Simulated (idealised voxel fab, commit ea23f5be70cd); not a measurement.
Process module in this document: voxel ribs on slabs
265 nm wide, 5 nm square cells: that's cross-section cut.
Throughout this document, each cross-section is represented as a grid of square cells and is presented as a sequence of bands enumerated from the top downward, where a band comprises one or more rows of cells. Look at the band entry: it leads with the top's height and the bottom's height in nm. Then it lists the materials left to right, with a width in nm for each. The word "all across" on a single material says that material fills the band edge to edge. The word "air" is empty space. Heads up on the height convention: 0 is the point under which the incoming wafer is all one material, and the lowest band has no bottom, it just keeps going down, like "0 down". Width "30 to 40": first value at the band's top row of cells, second value at its bottom row, equal change from row to row. Step marked "nothing altered"? Then no cell in the cross-section changed in it. "Internal closed voids": empty spaces of 8 cells or more with no open way to the top, each given as width x height at distance, distance from the left edge, all in nm. That trailing text on a step's line, after the settings, is the simulator's own remark on the step. The "overlay nm" setting may appear on a step's line; for a step that uses a mask, it gives how far to the right of its planned position the mask lay, and a negative value indicates the left.
INTENDED PROCESS STEPS
1 RECEIVE [material Si]
2 DIRECTIONAL_DEP [material SiO2] [thk nm 30]
3 DIRECTIONAL_DEP [material polySi] [thk nm 20]
4 PATTERN [tone cover] [mask id RIB] [material resist] [width nm 25] [thk nm 20] [overlay nm 0]
5 DIRECTIONAL_ETCH [etch materials polySi] [depth nm 10]
6 STRIP [etch materials resist]
7 MASKED_ETCH [tone cover] [mask id SLAB] [width nm 65] [etch materials polySi] [depth nm 10] [overlay nm 0]
8 FILL_DEP [material SiO2] [thk nm 15]
9 CMP [height nm 60]
10 DIRECTIONAL_DEP [material W] [thk nm 5]
11 MASKED_ETCH [tone cover] [mask id HEATER] [width nm 35] [etch materials W] [depth nm 5] [overlay nm 0]
12 CONFORMAL_DEP [material SiN] [thk nm 10]
HERE'S WHAT THE WAFER LOOKED LIKE IN CROSS-SECTION WHEN IT ARRIVED - THAT'S AFTER STEP 1
  0 down: Si all across
  Internal closed voids: none
WAFER AT MODULE END, IN SECTION. BEGAN AS ABOVE, PLANNED AS ABOVE, RUN WITH ONE MISTAKE
  75 to 70: 105 nm air / 55 nm SiN / 105 nm air
  70 to 65: SiN all across
  65 to 60: 115 nm SiN / 35 nm W / 115 nm SiN
  60 to 55: SiO2 all across
  55 to 45: 120 nm SiO2 / 25 nm polySi / 120 nm SiO2
  45 to 35: 100 nm SiO2 / 65 nm polySi / 100 nm SiO2
  35 to 30: polySi all across
  30 to 0: SiO2 all across
  0 down: Si all across
  Internal closed voids: none
Deviation noted in wafer processing: so step 3 ended up running with a different setting than we planned, it ran as DIRECTIONAL_DEP [material polySi] [thk nm 25]
